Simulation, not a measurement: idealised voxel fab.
Process module under the name voxel wiring stack
cross-section cut | 280 nm wide | cells 5 nm
A cross-section in this document is a grid of square cells, and it is written down as bands, the top band listed before the ones below it; a band is made up of one or more rows of cells. Band: top and bottom heights (nm) first, top before bottom; then materials from left to right, widths in nm. "all across" marks a sole material filling the band edge to edge. "air" denotes empty space. Height is counted from the level 0, under which the received wafer is composed throughout of one material. The lowest of the bands is not closed at the bottom but continues downward, in the notation "0 -> down". Think of "30..40" as a width that walks from the first number to the second as you go down the band, top row to bottom row, taking equal-sized steps from row to row. Basically "no modification" means that step didn't change any cell in the cross-section. What "Completely enclosed voids" gives you is every empty space of 8 cells or more that is cut off from the top. Each appears as width x height at distance, with the distance taken from the left edge and width, height and distance all in nm. Anything after a step's settings on that line? It's the simulator's own note about the step. Regarding "overlay nm": on a step with a mask, it is the distance the mask lay to the right of its planned place; a negative value places it to the left.
**Process steps (planned)**
1: RECEIVE,material Si
2: CONFORMAL_DEP,material SiO2,thk nm 10
3: DIRECTIONAL_DEP,material TiN,thk nm 5
4: DIRECTIONAL_DEP,material W,thk nm 15
5: MASKED_ETCH,tone cover,mask id METAL_1,width nm 20,pitch nm 40,etch materials W,depth nm 15,overlay nm 0
6: MASKED_ETCH,tone cover,mask id METAL_1,width nm 20,pitch nm 40,etch materials TiN,depth nm 5,overlay nm 0
7: CONFORMAL_DEP,material SiCN,thk nm 5
8: FILL_DEP,material lowk,thk nm 5
9: CMP,height nm 30
10: CONFORMAL_DEP,material SiCN,thk nm 5
11: DIRECTIONAL_DEP,material lowk,thk nm 25
12: DIRECTIONAL_DEP,material aC,thk nm 10
13: PATTERN,tone open,mask id METAL_2_HOLES,material resist,width nm 15,pitch nm 80,thk nm 30,overlay nm 0
14: DIRECTIONAL_ETCH,etch materials aC,depth nm 10
15: STRIP,etch materials resist
16: DIRECTIONAL_ETCH,etch materials lowk,depth nm 25
17: STRIP,etch materials aC
18: PATTERN,tone open,mask id METAL_2,material resist,width nm 20,pitch nm 40,thk nm 15,overlay nm 0
19: DIRECTIONAL_ETCH,etch materials lowk,depth nm 15
20: DIRECTIONAL_ETCH,etch materials SiCN,depth nm 5
21: STRIP,etch materials resist
22: CONFORMAL_DEP,material TiN,thk nm 5
23: FILL_DEP,material Ru,thk nm 10
24: CMP,height nm 60
25: CONFORMAL_DEP,material SiCN,thk nm 5
**Wafer cross-section on receipt, i.e. after step 1**
	0 -> down  Si all across
	Completely enclosed voids: none
**End-of-module XS, first of two wafers, run as planned**
	65 -> 60  SiCN all across
	60 -> 50  lowk=70  TiN=5  Ru=10  TiN=5  lowk=20  TiN=5  Ru=10  TiN=5  lowk=20  TiN=5  Ru=10  TiN=5  lowk=20  TiN=5  Ru=10  TiN=5  lowk=70
	50 -> 45  lowk=70  TiN=5  Ru=5  TiN=10  lowk=20  TiN=20  lowk=20  TiN=5  Ru=5  TiN=10  lowk=20  TiN=20  lowk=70
	45 -> 35  lowk=70  TiN=5  Ru=5  TiN=5  lowk=65  TiN=5  Ru=5  TiN=5  lowk=115
	35 -> 30  SiCN=70  TiN=15  SiCN=65  TiN=15  SiCN=115
	30 -> 15  lowk=65  SiCN=5  W=20  SiCN=5  lowk=10  SiCN=5  W=20  SiCN=5  lowk=10  SiCN=5  W=20  SiCN=5  lowk=10  SiCN=5  W=20  SiCN=5  lowk=65
	15 -> 10  SiCN=70  TiN=20  SiCN=20  TiN=20  SiCN=20  TiN=20  SiCN=20  TiN=20  SiCN=70
	10 -> 0  SiO2 all across
	0 -> down  Si all across
	Completely enclosed voids: none
**What the second wafer looks like in cross-section once the module is done. Its start and its plan matched the first wafer's exactly; what differed was one mistake in how it was run**
	65 -> 60  SiCN all across
	60 -> 50  Ru all across
	50 -> 45  Ru=65  TiN=25  Ru=55  TiN=25  Ru=110
	45 -> 40  Ru=65  TiN=5  lowk=15  TiN=5  Ru=55  TiN=5  lowk=15  TiN=5  Ru=110
	40 -> 35  TiN=70  lowk=15  TiN=30  Ru=10  TiN=25  lowk=15  TiN=30  Ru=10  TiN=75
	35 -> 30  SiCN=85  TiN=5  SiCN=20  TiN=20  SiCN=35  TiN=5  SiCN=20  TiN=20  SiCN=70
	30 -> 15  lowk=65  SiCN=5  W=20  SiCN=5  lowk=10  SiCN=5  W=20  SiCN=5  lowk=10  SiCN=5  W=20  SiCN=5  lowk=10  SiCN=5  W=20  SiCN=5  lowk=65
	15 -> 10  SiCN=70  TiN=20  SiCN=20  TiN=20  SiCN=20  TiN=20  SiCN=20  TiN=20  SiCN=70
	10 -> 0  SiO2 all across
	0 -> down  Si all across
	Completely enclosed voids: none
Run error: step 13 ran with different settings than intended, the actual operation and settings being PATTERN,tone cover,mask id METAL_2_HOLES,material resist,width nm 15,pitch nm 80,thk nm 30,overlay nm 0
The closing comparison, in cells, has the second wafer with more or fewer of some materials than the first: +186 Ru | -4 SiCN | +26 TiN | -208 lowk
